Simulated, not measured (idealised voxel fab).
Name of the process module below: voxel self aligned contacts
The cross-section shown here is cut; it is 265 nm wide and divided into square cells measuring 5 nm on a side.
Reading order for cross-sections: top band down to bottom band. Underlying form: a grid of square cells. Band size: one or more rows of cells.
This entry defines a band. It first specifies the height of the band's top and the height of its bottom in nm, and then specifies the band's materials from left to right, stating each material with its width in nm. The word "all across" identifies a single material that fills the band from edge to edge, while the word "blank" identifies empty space.
All heights in this document are referenced to 0, defined as the level beneath which the wafer, as received, consists entirely of one material. The lowest band is not bounded below; it extends indefinitely downward and is written in the form "top 0, no bottom".
Per-row width for "30 to 40": begins at first number (top row of band), ends at second number (bottom row), increment between rows held constant.
Any step labelled "changes: none" changed none of the cells in the cross-section.
Entry "Tabulated closed voids". Content: empty spaces with no open connection to the top, size 8 cells or greater. Each: width x height at distance. Distance: from left edge. Unit: nm.
Anything after a step's settings on that line? It's the simulator's own note about the step.
The setting "overlay nm" may be written on the line of a step. When the step uses a mask, the value reports how far to the right of the planned place the mask lay, and a negative value reports that it lay to the left.
SET OUT BELOW ARE THE PLANNED STEPS OF THE PROCESS
| 1 | RECEIVE, material Si |
| 2 | OXIDIZE, depth nm 5 |
| 3 | DIRECTIONAL_DEP, material polySi, thk nm 20 |
| 4 | DIRECTIONAL_DEP, material SiN, thk nm 15 |
| 5 | PATTERN, tone cover, mask id GATE, material resist, width nm 35, pitch nm 70, thk nm 20, overlay nm 0 |
| 6 | DIRECTIONAL_ETCH, etch materials SiN, depth nm 15 |
| 7 | DIRECTIONAL_ETCH, etch materials polySi, depth nm 20 |
| 8 | STRIP, etch materials resist |
| 9 | CONFORMAL_DEP, material SiN, thk nm 5 |
| 10 | DIRECTIONAL_ETCH, etch materials SiN, depth nm 5 |
| 11 | FILL_DEP, material SiO2, thk nm 15 |
| 12 | CMP, height nm 40 |
| 13 | PATTERN, tone open, mask id CONTACT, material resist, width nm 45, thk nm 15, overlay nm 0 |
| 14 | DIRECTIONAL_ETCH, etch materials SiO2, depth nm 45 |
| 15 | STRIP, etch materials resist |
| 16 | CONFORMAL_DEP, material TiN, thk nm 5 |
| 17 | FILL_DEP, material Ru, thk nm 5 |
| 18 | CMP, height nm 40 |
| 19 | CONFORMAL_DEP, material SiN, thk nm 5 |
AS RECEIVED (POST STEP 1): CROSS-SECTION
top 0, no bottom  Si all across
Tabulated closed voids: none
THE FOLLOWING CROSS-SECTION DEPICTS THE WAFER UPON CONCLUSION OF THE MODULE. PROCESSING COMMENCED FROM THE STARTING CONDITION ILLUSTRATED ABOVE AND ADHERED TO THE PLAN ILLUSTRATED ABOVE, SAVE FOR ONE MISTAKE IN EXECUTION
top 45, bottom 40  SiN all across
top 40, bottom 25  SiO2 75, SiN 5, polySi 35, SiN 5, TiN 5, Ru 15, TiN 5, SiN 5, polySi 35, SiN 5, SiO2 75
top 25, bottom 20  SiO2 75, SiN 5, polySi 35, SiN 5, TiN 25, SiN 5, polySi 35, SiN 5, SiO2 75
top 20, bottom 0  polySi all across
top 0, bottom -5  SiO2 all across
top -5, no bottom  Si all across
Tabulated closed voids: none
what went wrong: step 3 was run twice
